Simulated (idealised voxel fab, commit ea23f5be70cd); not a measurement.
Presented below is a process module, voxel air gaps.
Cross-section cut spans 280 nm and uses square cells 5 nm in size.
Notation: cross-section as square-cell grid; stated in bands, top first, going down; one or more cell rows per band.
Top height, bottom height, nm. Materials left to right, width each, nm. Single material + "throughout" = fills band edge to edge. "blank" = empty.
A quick word on heights: they are counted from 0, and under that level the wafer as it came to us is one material throughout. The lowest band is different from the rest in having no bottom; it simply continues downward, written as in "0 nm and below".
Think of "30 to 40" as a width that walks from the first number to the second as you go down the band, top row to bottom row, taking equal-sized steps from row to row.
"no change" after a step means that no cell of the cross-section changed.
"Sealed internal voids" - sealed voids, min. 8 cells, no opening to top; format: width x height at distance (distance from left edge; nm throughout).
Heads up: the bit after the settings on a step's line is the simulator's remark on that step.
The line of a step may include "overlay nm". On a step with a mask, this value is how far to the right of its planned place the mask lay. A negative value means the mask lay to the left.
[These are the steps we planned for the process]
1) RECEIVE,material Si
2) CONFORMAL_DEP,material SiO2,thk nm 10
3) CONFORMAL_DEP,material SiCN,thk nm 5
4) DIRECTIONAL_DEP,material SiO2,thk nm 35
5) MASKED_ETCH,tone open,mask id LINES,width nm 25,pitch nm 50,etch materials SiO2,depth nm 35,overlay nm 0
6) CONFORMAL_DEP,material TiN,thk nm 5
7) FILL_DEP,material Cu,thk nm 10
8) CMP,height nm 40
9) EPI,material Ru,thk nm 10
10) SELECTIVE_ETCH,etch materials SiO2,depth nm 45
11) CONFORMAL_DEP,material SiCN,thk nm 5
The value of height nm given for step 8 in the plan refers to the first wafer; the wafers vary in this setting and are alike at the start.
[Cut through the first of several wafers as received, post step 1]
0 nm and below | Si throughout
Sealed internal voids: none
[Where each wafer stands at the end of the module, a row apiece: cells of each material gained (+) or lost (-) since it was received, then closed voids]
height nm 40; +48 Cu; +72 Ru; +188 SiCN; +112 SiO2; +52 TiN; Sealed internal voids: 15 x 15 at 80; 15 x 15 at 130; 15 x 15 at 180
height nm 45; +60 Cu; +72 Ru; +196 SiCN; +112 SiO2; +60 TiN; Sealed internal voids: 15 x 20 at 80; 15 x 20 at 130; 15 x 20 at 180
height nm 50; +72 Cu; +72 Ru; +204 SiCN; +112 SiO2; +68 TiN; Sealed internal voids: 15 x 25 at 80; 15 x 25 at 130; 15 x 25 at 180
height nm 55; +84 Cu; +112 Ru; +112 SiCN; +364 SiO2; +112 TiN; Sealed internal voids: none
height nm 60; +140 Cu; +112 Ru; +112 SiCN; +364 SiO2; +112 TiN; Sealed internal voids: none
height nm 65; +196 Cu; +112 Ru; +112 SiCN; +364 SiO2; +112 TiN; Sealed internal voids: none
